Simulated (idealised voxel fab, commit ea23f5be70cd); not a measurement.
Process module heading - voxel double patterning
The width of the displayed cross-section, cut, is 260 nm; its cells are square, with a size of 5 nm.
Just so we're on the same page, the cross-sections are grids of square cells, and they're listed out in bands top to bottom, each band one or more rows deep.
Heights first: top, then bottom, in nm. Then materials, left to right, each with a width in nm. "throughout" on a single material: fills the band edge to edge. "blank": empty space.
Height 0 is the level under which the wafer as received is all one material. The lowest band goes on downwards, as in "0 and below".
The notation "30->40" denotes a width that varies across the rows of cells in the band, beginning at the first number in the top row, finishing at the second number in the bottom row, and changing by an identical amount from each row to the next.
Where the words "no alterations made" appear for a step, the cross-section shows no cell changed by that step; every cell remained as before.
Each empty space that has no open way to the top and spans at least 8 cells appears under "Closed void listing" as width x height at distance, the distance counted from the left edge, all in nm.
On a step's line, text after the settings is the simulator commenting on that step.
On any step carrying a mask, the "overlay nm" setting, if present on the step's line, tells how far right of its planned place the mask lay; negative values point to the left.
Process steps (planned)
- 1: RECEIVE with material Si
- 2: CONFORMAL_DEP with material SiO2, thk nm 5
- 3: DIRECTIONAL_DEP with material TiN, thk nm 20
- 4: DIRECTIONAL_DEP with material SiCN, thk nm 10
- 5: DIRECTIONAL_DEP with material aC, thk nm 15
- 6: PATTERN with tone open, mask id FIRST, material resist, width nm 15, pitch nm 50, thk nm 30, overlay nm 0
- 7: DIRECTIONAL_ETCH with etch materials aC, depth nm 15
- 8: STRIP with etch materials resist
- 9: DIRECTIONAL_ETCH with etch materials SiCN, depth nm 10
- 10: STRIP with etch materials aC
- 11: MASKED_ETCH with tone open, mask id SECOND, width nm 15, etch materials SiCN, depth nm 10, overlay nm 0
- 12: DIRECTIONAL_ETCH with etch materials TiN, depth nm 20
- 13: STRIP with etch materials SiCN
Cross-section of the wafer upon arrival, representing the state reached after step 1
	0 and below | Si throughout
	Closed void listing: none
Wafer cross-section at module end: first of two, run to plan
	25 down to 5 | TiN 95 nm  blank 15 nm  TiN 10 nm  blank 15 nm  TiN 10 nm  blank 15 nm  TiN 100 nm
	5 down to 0 | SiO2 throughout
	0 and below | Si throughout
	Closed void listing: none
Wafer two (of two), end-of-module cross-section: start = wafer one, plan = wafer one, one run mistake
	25 down to 5 | TiN 95 nm  blank 20 nm  TiN 5 nm  blank 15 nm  TiN 10 nm  blank 20 nm  TiN 95 nm
	5 down to 0 | SiO2 throughout
	0 and below | Si throughout
	Closed void listing: none
Heads up, the wafer didn't run the way we planned it: not per plan at step 6, really ran PATTERN with tone open, mask id FIRST, material resist, width nm 20, pitch nm 50, thk nm 30, overlay nm 0
Cell-count delta at end, second wafer over first, by material: -8 TiN
